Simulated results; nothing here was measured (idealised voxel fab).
Process module heading - voxel plated lines
The width of the displayed cross-section, cut, is 140 nm; its cells are square, with a size of 5 nm.
Reading order for cross-sections: top band down to bottom band. Underlying form: a grid of square cells. Band size: one or more rows of cells. Band entry format. Leading values: height of top, height of bottom, nm. Remainder: materials in left-to-right order, each with its width in nm. Special words: "all across" on a single material, which then fills the band edge to edge; "empty", empty space. Beneath 0, the wafer as received is one material, and that level is where height counting begins. The lowest band goes on downward without a bottom; it is written like "0 -> down". It should be noted that a width expressed as "30..40" varies in equal increments from row to row of cells within the band, taking the value of the first number at the top row and that of the second number at the bottom row. "remained unchanged" (step): cross-section cells unchanged, all of them. Heads up: "Fully sealed voids" only lists the empty pockets with no open path to the top that are 8 cells or more, and it writes them as width x height at distance, distance from the left edge, in nm. Past the settings on a step's line: simulator remark, on that step. "overlay nm" on a masked step: distance the mask lay right of its planned place, negative for left.

Process steps (planned):
| 1 | RECEIVE,material Si |
| 2 | CONFORMAL_DEP,material Al2O3,thk nm 5 |
| 3 | DIRECTIONAL_DEP,material TiN,thk nm 5 |
| 4 | PATTERN,tone open,mask id LINES,material resist,width nm 20,pitch nm 35,thk nm 15,overlay nm 0 |
| 5 | EPI,material Ru,thk nm 5 |
| 6 | STRIP,etch materials resist |
| 7 | DIRECTIONAL_ETCH,etch materials TiN,depth nm 5 |
| 8 | CONFORMAL_DEP,material SiCN,thk nm 10 |

Incoming wafer in cross-section (state: after step 1):
	0 -> down = Si all across
	Fully sealed voids: none

Starting wafer: above. Plan: above. Run: one mistake. Cross-section after the module: below:
	20 -> 10 = SiCN all across
	10 -> 5 = Al2O3 all across
	5 -> 0 = TiN all across
	0 -> down = Si all across
	Fully sealed voids: none
Diagnosis: steps 2 and 3 were swapped
